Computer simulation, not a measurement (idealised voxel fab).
Documented hereafter: the process module known as voxel released beams.
It is cross-section cut that appears here, measuring 185 nm in width, its square cells being 5 nm in size.
Think of the cross-section as a grid of square cells. We describe it in bands, top to bottom, and each band covers one or more rows of those cells. Top height, bottom height, nm. Materials left to right, width each, nm. Single material + "all across" = fills band edge to edge. "empty" = empty. Height reference: 0 = level under which incoming wafer is all one material. Lowest band: no bottom, runs on downward, e.g. "top 0, no bottom". A width given as "30..40" starts at the first number in the band's top row and ends at the second number in its bottom row, shifting by an equal amount at every step from row to row. Where a step carries "no change", the cross-section came out of it unchanged, cell for cell. "Internal closed voids": empty spaces of 8 cells or more with no open way to the top, each given as width x height at distance, distance from the left edge, all in nm. Text after the settings on a step's line: the simulator's own remark on that step. The optional step-line setting "overlay nm" applies to steps with a mask and quantifies how far to the right of its planned location the mask lay, a negative value indicating leftward placement.

The planned process steps are enumerated hereunder
1 RECEIVE,material Si
2 CONFORMAL_DEP,material SiN,thk nm 5
3 DIRECTIONAL_DEP,material SiO2,thk nm 10
4 MASKED_ETCH,tone open,mask id ANCHOR,width nm 35,etch materials SiO2,depth nm 10,overlay nm 0
5 CONFORMAL_DEP,material TiN,thk nm 15
6 DIRECTIONAL_DEP,material aC,thk nm 15
7 PATTERN,tone cover,mask id BEAM,material resist,width nm 120,thk nm 30,overlay nm 0
8 DIRECTIONAL_ETCH,etch materials aC,depth nm 15
9 STRIP,etch materials resist
10 DIRECTIONAL_ETCH,etch materials TiN,depth nm 15
11 STRIP,etch materials aC
12 STRIP,etch materials SiO2
Don't read the plan's width nm for step 4 as applying to every wafer: that's the first wafer's value, and the wafers differ in it, though they all start identical.

First wafer as received, after step 1
top 0, no bottom | Si all across
Internal closed voids: none

Every row in this table is a wafer at the end of the module, and it gives, for each of the materials, the cells that wafer has gained (+) or lost (-) since it was received, then its closed voids
width nm 35, +37 SiN, +84 TiN, Internal closed voids: none
width nm 40, +37 SiN, +84 TiN, Internal closed voids: none
width nm 45, +37 SiN, +84 TiN, Internal closed voids: none
width nm 50, +37 SiN, +84 TiN, Internal closed voids: none
width nm 55, +37 SiN, +84 TiN, Internal closed voids: none
width nm 60, +37 SiN, +84 TiN, Internal closed voids: none
